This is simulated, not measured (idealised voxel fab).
process module | voxel spacer lines
cross-section cut | 280 nm wide | cells 5 nm
A cross-section is a grid of square cells, given in bands from the top down. A band is one or more rows of cells.
Each band's line starts with the height of the band's top and of its bottom, in nm. Then come its materials from left to right, each with its width in nm. One material with "throughout" fills the band from edge to edge. "air" is empty space.
Height 0 is the level under which the wafer as received is all one material. The lowest band goes on downwards, as in "0 down".
A width such as "30 to 40" changes by the same amount from each row of cells to the next, from the band's top row to its bottom row.
"no change" after a step means that no cell of the cross-section changed.
closed voids: empty space of 8 cells or more with no open way to the top, each as width x height at its distance from the left edge, in nm
after a step's settings: what the simulator itself notes on the step
overlay nm, on a step with a mask: how far to the right of its planned place the mask lay; to the left if negative
plan
1 op RECEIVE | material Si
2 op CONFORMAL_DEP | material Al2O3 | thk nm 10
3 op DIRECTIONAL_DEP | material SiN | thk nm 10
4 op DIRECTIONAL_DEP | material aC | thk nm 20
5 op PATTERN | tone cover | mask id MANDREL | material resist | width nm 15 | pitch nm 50 | thk nm 25 | overlay nm 0
6 op DIRECTIONAL_ETCH | etch materials aC | depth nm 20
7 op STRIP | etch materials resist
8 op CONFORMAL_DEP | material SiO2 | thk nm 10
9 op DIRECTIONAL_ETCH | etch materials SiO2 | depth nm 10
10 op STRIP | etch materials aC
11 op DIRECTIONAL_ETCH | etch materials SiN | depth nm 10
12 op STRIP | etch materials SiO2
13 op FILL_DEP | material SiO2 | thk nm 10
14 op CMP | height nm 20
as received, after step 1
  0 down: Si throughout
  closed voids: none
first wafer at the end, as planned
  20 to 10: SiO2 95 | SiN 10 | SiO2 15 | SiN 10 | SiO2 15 | SiN 10 | SiO2 15 | SiN 10 | SiO2 100
  10 to 0: Al2O3 throughout
  0 down: Si throughout
  closed voids: none
second wafer at the end: like start, like plan, one mistake
  20 to 10: SiO2 85 | SiN 10 | SiO2 15 | SiN 10 | SiO2 15 | SiN 10 | SiO2 15 | SiN 10 | SiO2 110
  10 to 0: Al2O3 throughout
  0 down: Si throughout
  closed voids: none
what went wrong: step 5 ran as: op PATTERN | tone cover | mask id MANDREL | material resist | width nm 15 | pitch nm 50 | thk nm 25 | overlay nm -10
at the end the second wafer has, in cells: as many of each material as the first, in other places
